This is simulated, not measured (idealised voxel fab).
process module | voxel capacitor over wiring
cross-section cut | 270 nm wide | cells 5 nm
A cross-section is a grid of square cells, given in bands from the top down. A band is one or more rows of cells.
Each band's line starts with the height of the band's top and of its bottom, in nm. Then come its materials from left to right, each with its width in nm. One material with "throughout" fills the band from edge to edge. "air" is empty space.
Height 0 is the level under which the wafer as received is all one material. The lowest band goes on downwards, as in "0 down".
A width such as "30 to 40" changes by the same amount from each row of cells to the next, from the band's top row to its bottom row.
"no change" after a step means that no cell of the cross-section changed.
closed voids: empty space of 8 cells or more with no open way to the top, each as width x height at its distance from the left edge, in nm
after a step's settings: what the simulator itself notes on the step
overlay nm, on a step with a mask: how far to the right of its planned place the mask lay; to the left if negative
Each pair below shows a cross-section before one step and the cross-section after it, down to the lowest band that changed. The line under each pair gives the step between them, with its settings. The pairs can come from different runs of this module on the same starting wafer, so a pair continues from the pair above only where its "before" says so.
before
  80 to 65: air 85 | aC 70 | air 115
  65 to 60: air 85 | TiN 70 | air 115
  60 to 55: Al2O3 throughout
  55 to 50: TiN throughout
  50 to 40: lowk 90 | TiN 5 | W 5 | TiN 5 | lowk 165
  40 to 35: SiCN 90 | TiN 15 | SiCN 165
  35 to 15: SiO2 80 | TiN 5 | Ru 15 | TiN 5 | SiO2 55 | TiN 5 | Ru 15 | TiN 5 | SiO2 85
  15 to 10: SiN 80 | TiN 25 | SiN 55 | TiN 25 | SiN 85
  10 to 0: SiO2 throughout
  0 down: Si throughout
  closed voids: none
after
  80 to 65: air 85 | aC 70 | air 115
  65 to 60: air 85 | TiN 70 | air 115
  60 to 55: air 85 | Al2O3 70 | air 115
  below 55: unchanged
  closed voids: none
the step between: op DIRECTIONAL_ETCH | etch materials Al2O3 | depth nm 5
before: the cross-section after the pair above
after
  65 to 60: air 85 | TiN 70 | air 115
  below 60: unchanged
  closed voids: none
the step between: op STRIP | etch materials aC
before: the cross-section after the pair above
after
  65 to 60: air 85 | TiN 70 | air 115
  60 to 55: air 85 | Al2O3 70 | air 115
  55 to 50: air 85 | TiN 70 | air 115
  below 50: unchanged
  closed voids: none
the step between: op MASKED_ETCH | tone cover | mask id LOWER_PLATE | width nm 70 | etch materials TiN | depth nm 5 | overlay nm 0
before: the cross-section after the pair above
after
  85 to 65: SiO2 throughout
  65 to 60: SiO2 85 | TiN 70 | SiO2 115
  60 to 55: SiO2 85 | Al2O3 70 | SiO2 115
  55 to 50: SiO2 85 | TiN 70 | SiO2 115
  below 50: unchanged
  closed voids: none
the step between: op FILL_DEP | material SiO2 | thk nm 20
before: the cross-section after the pair above
after
  80 to 65: SiO2 throughout
  below 65: unchanged
  closed voids: none
the step between: op CMP | height nm 80
before: the cross-section after the pair above
after
  95 to 80: aC throughout
  below 80: unchanged
  closed voids: none
the step between: op DIRECTIONAL_DEP | material aC | thk nm 15
before: the cross-section after the pair above
after
  130 to 95: resist 100 | air 15 | resist 155
  below 95: unchanged
  closed voids: none
the step between: op PATTERN | tone open | mask id PLUG_2 | material resist | width nm 15 | thk nm 35 | overlay nm 0
before: the cross-section after the pair above
after
  115 to 95: resist 100 | air 15 | resist 155
  95 to 80: aC 100 | air 15 | aC 155
  below 80: unchanged
  closed voids: none
the step between: op DIRECTIONAL_ETCH | etch materials aC | depth nm 15
before: the cross-section after the pair above
after
  95 to 80: aC 100 | air 15 | aC 155
  below 80: unchanged
  closed voids: none
the step between: op STRIP | etch materials resist
before: the cross-section after the pair above
after
  95 to 80: aC 100 | air 15 | aC 155
  80 to 65: SiO2 100 | air 15 | SiO2 155
  below 65: unchanged
  closed voids: none
the step between: op DIRECTIONAL_ETCH | etch materials SiO2 | depth nm 15
before: the cross-section after the pair above
after
  80 to 65: SiO2 100 | air 15 | SiO2 155
  below 65: unchanged
  closed voids: none
the step between: op STRIP | etch materials aC
before: the cross-section after the pair above
after
  85 to 80: TiN 105 | air 5 | TiN 160
  80 to 70: SiO2 100 | TiN 5 | air 5 | TiN 5 | SiO2 155
  70 to 60: SiO2 100 to 85 | TiN 15 to 70 | SiO2 155 to 115
  below 60: unchanged
  closed voids: none
the step between: op CONFORMAL_DEP | material TiN | thk nm 5
before: the cross-section after the pair above
after
  90 to 85: Ru throughout
  85 to 80: TiN 105 | Ru 5 | TiN 160
  80 to 70: SiO2 100 | TiN 5 | Ru 5 | TiN 5 | SiO2 155
  below 70: unchanged
  closed voids: none
the step between: op FILL_DEP | material Ru | thk nm 5
before: the cross-section after the pair above
after
  80 to 70: SiO2 100 | TiN 5 | Ru 5 | TiN 5 | SiO2 155
  below 70: unchanged
  closed voids: none
the step between: op CMP | height nm 80
before: the cross-section after the pair above
after
  85 to 80: SiN throughout
  below 80: unchanged
  closed voids: none
the step between: op CONFORMAL_DEP | material SiN | thk nm 5
before
  45 to 35: aC throughout
  35 to 15: SiO2 throughout
  15 to 10: SiN throughout
  10 to 0: SiO2 throughout
  0 down: Si throughout
  closed voids: none
after
  70 to 45: resist 70 | air 25 | resist 55 | air 25 | resist 95
  below 45: unchanged
  closed voids: none
the step between: op PATTERN | tone open | mask id METAL_1 | material resist | width nm 25 | pitch nm 80 | thk nm 25 | overlay nm -10
before: the cross-section after the pair above
after
  60 to 45: resist 70 | air 25 | resist 55 | air 25 | resist 95
  45 to 35: aC 70 | air 25 | aC 55 | air 25 | aC 95
  below 35: unchanged
  closed voids: none
the step between: op DIRECTIONAL_ETCH | etch materials aC | depth nm 10
before: the cross-section after the pair above
after
  45 to 35: aC 70 | air 25 | aC 55 | air 25 | aC 95
  below 35: unchanged
  closed voids: none
the step between: op STRIP | etch materials resist
before: the cross-section after the pair above
after
  45 to 35: aC 70 | air 25 | aC 55 | air 25 | aC 95
  35 to 15: SiO2 70 | air 25 | SiO2 55 | air 25 | SiO2 95
  below 15: unchanged
  closed voids: none
the step between: op DIRECTIONAL_ETCH | etch materials SiO2 | depth nm 20
before: the cross-section after the pair above
after
  45 to 35: aC 70 | air 25 | aC 55 | air 25 | aC 95
  35 to 15: SiO2 70 | air 25 | SiO2 55 | air 25 | SiO2 95
  15 to 10: SiN 70 | air 25 | SiN 55 | air 25 | SiN 95
  below 10: unchanged
  closed voids: none
the step between: op DIRECTIONAL_ETCH | etch materials SiN | depth nm 5
before: the cross-section after the pair above
after
  35 to 15: SiO2 70 | air 25 | SiO2 55 | air 25 | SiO2 95
  below 15: unchanged
  closed voids: none
the step between: op STRIP | etch materials aC
before: the cross-section after the pair above
after
  40 to 35: TiN 75 | air 15 | TiN 65 | air 15 | TiN 100
  35 to 15: SiO2 70 | TiN 5 | air 15 | TiN 5 | SiO2 55 | TiN 5 | air 15 | TiN 5 | SiO2 95
  15 to 10: SiN 70 | TiN 25 | SiN 55 | TiN 25 | SiN 95
  below 10: unchanged
  closed voids: none
the step between: op CONFORMAL_DEP | material TiN | thk nm 5
before: the cross-section after the pair above
after
  45 to 40: Ru throughout
  40 to 35: TiN 75 | Ru 15 | TiN 65 | Ru 15 | TiN 100
  35 to 15: SiO2 70 | TiN 5 | Ru 15 | TiN 5 | SiO2 55 | TiN 5 | Ru 15 | TiN 5 | SiO2 95
  below 15: unchanged
  closed voids: none
the step between: op FILL_DEP | material Ru | thk nm 5
before: the cross-section after the pair above
after
  35 to 15: SiO2 70 | TiN 5 | Ru 15 | TiN 5 | SiO2 55 | TiN 5 | Ru 15 | TiN 5 | SiO2 95
  below 15: unchanged
  closed voids: none
the step between: op CMP | height nm 35
before: the cross-section after the pair above
after
  40 to 35: SiCN throughout
  below 35: unchanged
  closed voids: none
the step between: op CONFORMAL_DEP | material SiCN | thk nm 5
before: the cross-section after the pair above
after
  50 to 40: lowk throughout
  below 40: unchanged
  closed voids: none
the step between: op DIRECTIONAL_DEP | material lowk | thk nm 10
before: the cross-section after the pair above
after
  70 to 50: resist 90 | air 15 | resist 165
  below 50: unchanged
  closed voids: none
the step between: op PATTERN | tone open | mask id PLUG_1 | material resist | width nm 15 | thk nm 20 | overlay nm 0
before: the cross-section after the pair above
after
  70 to 50: resist 90 | air 15 | resist 165
  50 to 40: lowk 90 | air 15 | lowk 165
  below 40: unchanged
  closed voids: none
the step between: op DIRECTIONAL_ETCH | etch materials lowk | depth nm 10
before: the cross-section after the pair above
after
  70 to 50: resist 90 | air 15 | resist 165
  50 to 40: lowk 90 | air 15 | lowk 165
  40 to 35: SiCN 90 | air 15 | SiCN 165
  below 35: unchanged
  closed voids: none
the step between: op DIRECTIONAL_ETCH | etch materials SiCN | depth nm 5
before: the cross-section after the pair above
after
  50 to 40: lowk 90 | air 15 | lowk 165
  below 40: unchanged
  closed voids: none
the step between: op STRIP | etch materials resist
before: the cross-section after the pair above
after
  55 to 50: TiN 95 | air 5 | TiN 170
  50 to 40: lowk 90 | TiN 5 | air 5 | TiN 5 | lowk 165
  40 to 35: SiCN 90 | TiN 15 | SiCN 165
  below 35: unchanged
  closed voids: none
the step between: op CONFORMAL_DEP | material TiN | thk nm 5
before: the cross-section after the pair above
after
  65 to 55: W throughout
  55 to 50: TiN 95 | W 5 | TiN 170
  50 to 40: lowk 90 | TiN 5 | W 5 | TiN 5 | lowk 165
  below 40: unchanged
  closed voids: none
the step between: op FILL_DEP | material W | thk nm 10
before: the cross-section after the pair above
after
  50 to 40: lowk 90 | TiN 5 | W 5 | TiN 5 | lowk 165
  below 40: unchanged
  closed voids: none
the step between: op CMP | height nm 50
before: the cross-section after the pair above
after
  55 to 50: TiN throughout
  below 50: unchanged
  closed voids: none
the step between: op DIRECTIONAL_DEP | material TiN | thk nm 5
before: the cross-section after the pair above
after
  60 to 55: Al2O3 throughout
  below 55: unchanged
  closed voids: none
the step between: op DIRECTIONAL_DEP | material Al2O3 | thk nm 5
before: the cross-section after the pair above
after
  65 to 60: TiN throughout
  below 60: unchanged
  closed voids: none
the step between: op DIRECTIONAL_DEP | material TiN | thk nm 5
before: the cross-section after the pair above
after
  80 to 65: aC throughout
  below 65: unchanged
  closed voids: none
the step between: op DIRECTIONAL_DEP | material aC | thk nm 15
before: the cross-section after the pair above
after
  115 to 80: air 90 | resist 60 | air 120
  below 80: unchanged
  closed voids: none
the step between: op PATTERN | tone cover | mask id UPPER_PLATE | material resist | width nm 60 | thk nm 35 | overlay nm 0
before: the cross-section after the pair above
after
  100 to 80: air 90 | resist 60 | air 120
  80 to 65: air 90 | aC 60 | air 120
  below 65: unchanged
  closed voids: none
the step between: op DIRECTIONAL_ETCH | etch materials aC | depth nm 15
before: the cross-section after the pair above
after
  80 to 65: air 90 | aC 60 | air 120
  below 65: unchanged
  closed voids: none
the step between: op STRIP | etch materials resist
before: the cross-section after the pair above
after
  80 to 65: air 90 | aC 60 | air 120
  65 to 60: air 90 | TiN 60 | air 120
  below 60: unchanged
  closed voids: none
the step between: op DIRECTIONAL_ETCH | etch materials TiN | depth nm 5
before: the cross-section after the pair above
after
  80 to 65: air 90 | aC 60 | air 120
  65 to 60: air 90 | TiN 60 | air 120
  60 to 55: air 90 | Al2O3 60 | air 120
  below 55: unchanged
  closed voids: none
the step between: op DIRECTIONAL_ETCH | etch materials Al2O3 | depth nm 5
before: the cross-section after the pair above
after
  65 to 60: air 90 | TiN 60 | air 120
  below 60: unchanged
  closed voids: none
the step between: op STRIP | etch materials aC
before: the cross-section after the pair above
after
  65 to 60: air 90 | TiN 60 | air 120
  60 to 55: air 90 | Al2O3 60 | air 120
  55 to 50: air 85 | TiN 70 | air 115
  below 50: unchanged
  closed voids: none
the step between: op MASKED_ETCH | tone cover | mask id LOWER_PLATE | width nm 70 | etch materials TiN | depth nm 5 | overlay nm 0
before: the cross-section after the pair above
after
  85 to 65: SiO2 throughout
  65 to 60: SiO2 90 | TiN 60 | SiO2 120
  60 to 55: SiO2 90 | Al2O3 60 | SiO2 120
  55 to 50: SiO2 85 | TiN 70 | SiO2 115
  below 50: unchanged
  closed voids: none
the step between: op FILL_DEP | material SiO2 | thk nm 20
before: the cross-section after the pair above
after
  80 to 65: SiO2 throughout
  below 65: unchanged
  closed voids: none
the step between: op CMP | height nm 80
before: the cross-section after the pair above
after
  95 to 80: aC throughout
  below 80: unchanged
  closed voids: none
the step between: op DIRECTIONAL_DEP | material aC | thk nm 15
before: the cross-section after the pair above
after
  130 to 95: resist 100 | air 15 | resist 155
  below 95: unchanged
  closed voids: none
the step between: op PATTERN | tone open | mask id PLUG_2 | material resist | width nm 15 | thk nm 35 | overlay nm 0
before: the cross-section after the pair above
after
  115 to 95: resist 100 | air 15 | resist 155
  95 to 80: aC 100 | air 15 | aC 155
  below 80: unchanged
  closed voids: none
the step between: op DIRECTIONAL_ETCH | etch materials aC | depth nm 15
before: the cross-section after the pair above
after
  95 to 80: aC 100 | air 15 | aC 155
  below 80: unchanged
  closed voids: none
the step between: op STRIP | etch materials resist
before: the cross-section after the pair above
after
  95 to 80: aC 100 | air 15 | aC 155
  80 to 65: SiO2 100 | air 15 | SiO2 155
  below 65: unchanged
  closed voids: none
the step between: op DIRECTIONAL_ETCH | etch materials SiO2 | depth nm 15
before: the cross-section after the pair above
after
  80 to 65: SiO2 100 | air 15 | SiO2 155
  below 65: unchanged
  closed voids: none
the step between: op STRIP | etch materials aC
before: the cross-section after the pair above
after
  85 to 80: TiN 105 | air 5 | TiN 160
  80 to 70: SiO2 100 | TiN 5 | air 5 | TiN 5 | SiO2 155
  70 to 60: SiO2 100 to 90 | TiN 15 to 60 | SiO2 155 to 120
  below 60: unchanged
  closed voids: none
the step between: op CONFORMAL_DEP | material TiN | thk nm 5
before: the cross-section after the pair above
after
  90 to 85: Ru throughout
  85 to 80: TiN 105 | Ru 5 | TiN 160
  80 to 70: SiO2 100 | TiN 5 | Ru 5 | TiN 5 | SiO2 155
  below 70: unchanged
  closed voids: none
the step between: op FILL_DEP | material Ru | thk nm 5
before: the cross-section after the pair above
after
  80 to 70: SiO2 100 | TiN 5 | Ru 5 | TiN 5 | SiO2 155
  below 70: unchanged
  closed voids: none
the step between: op CMP | height nm 80
before: the cross-section after the pair above
after
  85 to 80: SiN throughout
  below 80: unchanged
  closed voids: none
the step between: op CONFORMAL_DEP | material SiN | thk nm 5
before
  55 to 50: TiN 95 | air 5 | TiN 170
  50 to 40: lowk 90 | TiN 5 | air 5 | TiN 5 | lowk 165
  40 to 35: SiCN 90 | TiN 15 | SiCN 165
  35 to 15: SiO2 80 | TiN 5 | Ru 15 | TiN 5 | SiO2 55 | TiN 5 | Ru 15 | TiN 5 | SiO2 85
  15 to 10: SiN 80 | TiN 25 | SiN 55 | TiN 25 | SiN 85
  10 to 0: SiO2 throughout
  0 down: Si throughout
  closed voids: none
after
  65 to 55: SiO2 throughout
  55 to 50: TiN 95 | SiO2 5 | TiN 170
  50 to 40: lowk 90 | TiN 5 | SiO2 5 | TiN 5 | lowk 165
  below 40: unchanged
  closed voids: none
the step between: op FILL_DEP | material SiO2 | thk nm 10
before: the cross-section after the pair above
after
  50 to 40: lowk 90 | TiN 5 | SiO2 5 | TiN 5 | lowk 165
  below 40: unchanged
  closed voids: none
the step between: op CMP | height nm 50
before: the cross-section after the pair above
after
  55 to 50: TiN throughout
  below 50: unchanged
  closed voids: none
the step between: op DIRECTIONAL_DEP | material TiN | thk nm 5
before: the cross-section after the pair above
after
  60 to 55: Al2O3 throughout
  below 55: unchanged
  closed voids: none
the step between: op DIRECTIONAL_DEP | material Al2O3 | thk nm 5
before: the cross-section after the pair above
after
  65 to 60: TiN throughout
  below 60: unchanged
  closed voids: none
the step between: op DIRECTIONAL_DEP | material TiN | thk nm 5
before: the cross-section after the pair above
after
  80 to 65: aC throughout
  below 65: unchanged
  closed voids: none
the step between: op DIRECTIONAL_DEP | material aC | thk nm 15
before: the cross-section after the pair above
after
  115 to 80: air 90 | resist 60 | air 120
  below 80: unchanged
  closed voids: none
the step between: op PATTERN | tone cover | mask id UPPER_PLATE | material resist | width nm 60 | thk nm 35 | overlay nm 0
before: the cross-section after the pair above
after
  100 to 80: air 90 | resist 60 | air 120
  80 to 65: air 90 | aC 60 | air 120
  below 65: unchanged
  closed voids: none
the step between: op DIRECTIONAL_ETCH | etch materials aC | depth nm 15
before: the cross-section after the pair above
after
  80 to 65: air 90 | aC 60 | air 120
  below 65: unchanged
  closed voids: none
the step between: op STRIP | etch materials resist
before: the cross-section after the pair above
after
  80 to 65: air 90 | aC 60 | air 120
  65 to 60: air 90 | TiN 60 | air 120
  below 60: unchanged
  closed voids: none
the step between: op DIRECTIONAL_ETCH | etch materials TiN | depth nm 5
before: the cross-section after the pair above
after
  80 to 65: air 90 | aC 60 | air 120
  65 to 60: air 90 | TiN 60 | air 120
  60 to 55: air 90 | Al2O3 60 | air 120
  below 55: unchanged
  closed voids: none
the step between: op DIRECTIONAL_ETCH | etch materials Al2O3 | depth nm 5
before: the cross-section after the pair above
after
  65 to 60: air 90 | TiN 60 | air 120
  below 60: unchanged
  closed voids: none
the step between: op STRIP | etch materials aC
before: the cross-section after the pair above
after
  65 to 60: air 90 | TiN 60 | air 120
  60 to 55: air 90 | Al2O3 60 | air 120
  55 to 50: air 85 | TiN 70 | air 115
  below 50: unchanged
  closed voids: none
the step between: op MASKED_ETCH | tone cover | mask id LOWER_PLATE | width nm 70 | etch materials TiN | depth nm 5 | overlay nm 0
before: the cross-section after the pair above
after
  85 to 65: SiO2 throughout
  65 to 60: SiO2 90 | TiN 60 | SiO2 120
  60 to 55: SiO2 90 | Al2O3 60 | SiO2 120
  55 to 50: SiO2 85 | TiN 70 | SiO2 115
  below 50: unchanged
  closed voids: none
the step between: op FILL_DEP | material SiO2 | thk nm 20
before: the cross-section after the pair above
after
  80 to 65: SiO2 throughout
  below 65: unchanged
  closed voids: none
the step between: op CMP | height nm 80
before: the cross-section after the pair above
after
  95 to 80: aC throughout
  below 80: unchanged
  closed voids: none
the step between: op DIRECTIONAL_DEP | material aC | thk nm 15
before: the cross-section after the pair above
after
  130 to 95: resist 100 | air 15 | resist 155
  below 95: unchanged
  closed voids: none
the step between: op PATTERN | tone open | mask id PLUG_2 | material resist | width nm 15 | thk nm 35 | overlay nm 0
before: the cross-section after the pair above
after
  115 to 95: resist 100 | air 15 | resist 155
  95 to 80: aC 100 | air 15 | aC 155
  below 80: unchanged
  closed voids: none
the step between: op DIRECTIONAL_ETCH | etch materials aC | depth nm 15
before: the cross-section after the pair above
after
  95 to 80: aC 100 | air 15 | aC 155
  below 80: unchanged
  closed voids: none
the step between: op STRIP | etch materials resist
before: the cross-section after the pair above
after
  95 to 80: aC 100 | air 15 | aC 155
  80 to 65: SiO2 100 | air 15 | SiO2 155
  below 65: unchanged
  closed voids: none
the step between: op DIRECTIONAL_ETCH | etch materials SiO2 | depth nm 15
before: the cross-section after the pair above
after
  80 to 65: SiO2 100 | air 15 | SiO2 155
  below 65: unchanged
  closed voids: none
the step between: op STRIP | etch materials aC
before: the cross-section after the pair above
after
  85 to 80: TiN 105 | air 5 | TiN 160
  80 to 70: SiO2 100 | TiN 5 | air 5 | TiN 5 | SiO2 155
  70 to 60: SiO2 100 to 90 | TiN 15 to 60 | SiO2 155 to 120
  below 60: unchanged
  closed voids: none
the step between: op CONFORMAL_DEP | material TiN | thk nm 5
before: the cross-section after the pair above
after
  90 to 85: Ru throughout
  85 to 80: TiN 105 | Ru 5 | TiN 160
  80 to 70: SiO2 100 | TiN 5 | Ru 5 | TiN 5 | SiO2 155
  below 70: unchanged
  closed voids: none
the step between: op FILL_DEP | material Ru | thk nm 5
before: the cross-section after the pair above
after
  80 to 70: SiO2 100 | TiN 5 | Ru 5 | TiN 5 | SiO2 155
  below 70: unchanged
  closed voids: none
the step between: op CMP | height nm 80
before: the cross-section after the pair above
after
  85 to 80: SiN throughout
  below 80: unchanged
  closed voids: none
the step between: op CONFORMAL_DEP | material SiN | thk nm 5
before
  50 to 40: lowk throughout
  40 to 35: SiCN throughout
  35 to 15: SiO2 80 | TiN 5 | Ru 15 | TiN 5 | SiO2 55 | TiN 5 | Ru 15 | TiN 5 | SiO2 85
  15 to 10: SiN 80 | TiN 25 | SiN 55 | TiN 25 | SiN 85
  10 to 0: SiO2 throughout
  0 down: Si throughout
  closed voids: none
after
  70 to 50: air 90 | resist 15 | air 165
  below 50: unchanged
  closed voids: none
the step between: op PATTERN | tone cover | mask id PLUG_1 | material resist | width nm 15 | thk nm 20 | overlay nm 0
before: the cross-section after the pair above
after
  70 to 50: air 90 | resist 15 | air 165
  50 to 40: air 90 | lowk 15 | air 165
  below 40: unchanged
  closed voids: none
the step between: op DIRECTIONAL_ETCH | etch materials lowk | depth nm 10
before: the cross-section after the pair above
after
  70 to 50: air 90 | resist 15 | air 165
  50 to 40: air 90 | lowk 15 | air 165
  40 to 35: air 90 | SiCN 15 | air 165
  below 35: unchanged
  closed voids: none
the step between: op DIRECTIONAL_ETCH | etch materials SiCN | depth nm 5
before: the cross-section after the pair above
after
  50 to 40: air 90 | lowk 15 | air 165
  below 40: unchanged
  closed voids: none
the step between: op STRIP | etch materials resist
before: the cross-section after the pair above
after
  55 to 50: air 85 | TiN 25 | air 160
  50 to 40: air 85 | TiN 5 | lowk 15 | TiN 5 | air 160
  40 to 35: TiN 90 | SiCN 15 | TiN 165
  below 35: unchanged
  closed voids: none
the step between: op CONFORMAL_DEP | material TiN | thk nm 5
before: the cross-section after the pair above
after
  65 to 55: W throughout
  55 to 50: W 85 | TiN 25 | W 160
  50 to 40: W 85 | TiN 5 | lowk 15 | TiN 5 | W 160
  below 40: unchanged
  closed voids: none
the step between: op FILL_DEP | material W | thk nm 10
before: the cross-section after the pair above
after
  50 to 40: W 85 | TiN 5 | lowk 15 | TiN 5 | W 160
  below 40: unchanged
  closed voids: none
the step between: op CMP | height nm 50
before: the cross-section after the pair above
after
  55 to 50: TiN throughout
  below 50: unchanged
  closed voids: none
the step between: op DIRECTIONAL_DEP | material TiN | thk nm 5
before: the cross-section after the pair above
after
  60 to 55: Al2O3 throughout
  below 55: unchanged
  closed voids: none
the step between: op DIRECTIONAL_DEP | material Al2O3 | thk nm 5
before: the cross-section after the pair above
after
  65 to 60: TiN throughout
  below 60: unchanged
  closed voids: none
the step between: op DIRECTIONAL_DEP | material TiN | thk nm 5
before: the cross-section after the pair above
after
  80 to 65: aC throughout
  below 65: unchanged
  closed voids: none
the step between: op DIRECTIONAL_DEP | material aC | thk nm 15
before: the cross-section after the pair above
after
  115 to 80: air 90 | resist 60 | air 120
  below 80: unchanged
  closed voids: none
the step between: op PATTERN | tone cover | mask id UPPER_PLATE | material resist | width nm 60 | thk nm 35 | overlay nm 0
before: the cross-section after the pair above
after
  100 to 80: air 90 | resist 60 | air 120
  80 to 65: air 90 | aC 60 | air 120
  below 65: unchanged
  closed voids: none
the step between: op DIRECTIONAL_ETCH | etch materials aC | depth nm 15
before: the cross-section after the pair above
after
  80 to 65: air 90 | aC 60 | air 120
  below 65: unchanged
  closed voids: none
the step between: op STRIP | etch materials resist
before: the cross-section after the pair above
after
  80 to 65: air 90 | aC 60 | air 120
  65 to 60: air 90 | TiN 60 | air 120
  below 60: unchanged
  closed voids: none
the step between: op DIRECTIONAL_ETCH | etch materials TiN | depth nm 5
before: the cross-section after the pair above
after
  80 to 65: air 90 | aC 60 | air 120
  65 to 60: air 90 | TiN 60 | air 120
  60 to 55: air 90 | Al2O3 60 | air 120
  below 55: unchanged
  closed voids: none
the step between: op DIRECTIONAL_ETCH | etch materials Al2O3 | depth nm 5
before: the cross-section after the pair above
after
  65 to 60: air 90 | TiN 60 | air 120
  below 60: unchanged
  closed voids: none
the step between: op STRIP | etch materials aC
before: the cross-section after the pair above
after
  65 to 60: air 90 | TiN 60 | air 120
  60 to 55: air 90 | Al2O3 60 | air 120
  55 to 50: air 85 | TiN 70 | air 115
  below 50: unchanged
  closed voids: none
the step between: op MASKED_ETCH | tone cover | mask id LOWER_PLATE | width nm 70 | etch materials TiN | depth nm 5 | overlay nm 0
before: the cross-section after the pair above
after
  85 to 65: SiO2 throughout
  65 to 60: SiO2 90 | TiN 60 | SiO2 120
  60 to 55: SiO2 90 | Al2O3 60 | SiO2 120
  55 to 50: SiO2 85 | TiN 70 | SiO2 115
  below 50: unchanged
  closed voids: none
the step between: op FILL_DEP | material SiO2 | thk nm 20
before: the cross-section after the pair above
after
  80 to 65: SiO2 throughout
  below 65: unchanged
  closed voids: none
the step between: op CMP | height nm 80
before: the cross-section after the pair above
after
  95 to 80: aC throughout
  below 80: unchanged
  closed voids: none
the step between: op DIRECTIONAL_DEP | material aC | thk nm 15
before: the cross-section after the pair above
after
  130 to 95: resist 100 | air 15 | resist 155
  below 95: unchanged
  closed voids: none
the step between: op PATTERN | tone open | mask id PLUG_2 | material resist | width nm 15 | thk nm 35 | overlay nm 0
before: the cross-section after the pair above
after
  115 to 95: resist 100 | air 15 | resist 155
  95 to 80: aC 100 | air 15 | aC 155
  below 80: unchanged
  closed voids: none
the step between: op DIRECTIONAL_ETCH | etch materials aC | depth nm 15
before: the cross-section after the pair above
after
  95 to 80: aC 100 | air 15 | aC 155
  below 80: unchanged
  closed voids: none
the step between: op STRIP | etch materials resist
before: the cross-section after the pair above
after
  95 to 80: aC 100 | air 15 | aC 155
  80 to 65: SiO2 100 | air 15 | SiO2 155
  below 65: unchanged
  closed voids: none
the step between: op DIRECTIONAL_ETCH | etch materials SiO2 | depth nm 15
before: the cross-section after the pair above
after
  80 to 65: SiO2 100 | air 15 | SiO2 155
  below 65: unchanged
  closed voids: none
the step between: op STRIP | etch materials aC
before: the cross-section after the pair above
after
  85 to 80: TiN 105 | air 5 | TiN 160
  80 to 70: SiO2 100 | TiN 5 | air 5 | TiN 5 | SiO2 155
  70 to 60: SiO2 100 to 90 | TiN 15 to 60 | SiO2 155 to 120
  below 60: unchanged
  closed voids: none
the step between: op CONFORMAL_DEP | material TiN | thk nm 5
before: the cross-section after the pair above
after
  90 to 85: Ru throughout
  85 to 80: TiN 105 | Ru 5 | TiN 160
  80 to 70: SiO2 100 | TiN 5 | Ru 5 | TiN 5 | SiO2 155
  below 70: unchanged
  closed voids: none
the step between: op FILL_DEP | material Ru | thk nm 5
before: the cross-section after the pair above
after
  80 to 70: SiO2 100 | TiN 5 | Ru 5 | TiN 5 | SiO2 155
  below 70: unchanged
  closed voids: none
the step between: op CMP | height nm 80
before: the cross-section after the pair above
after
  85 to 80: SiN throughout
  below 80: unchanged
  closed voids: none
the step between: op CONFORMAL_DEP | material SiN | thk nm 5
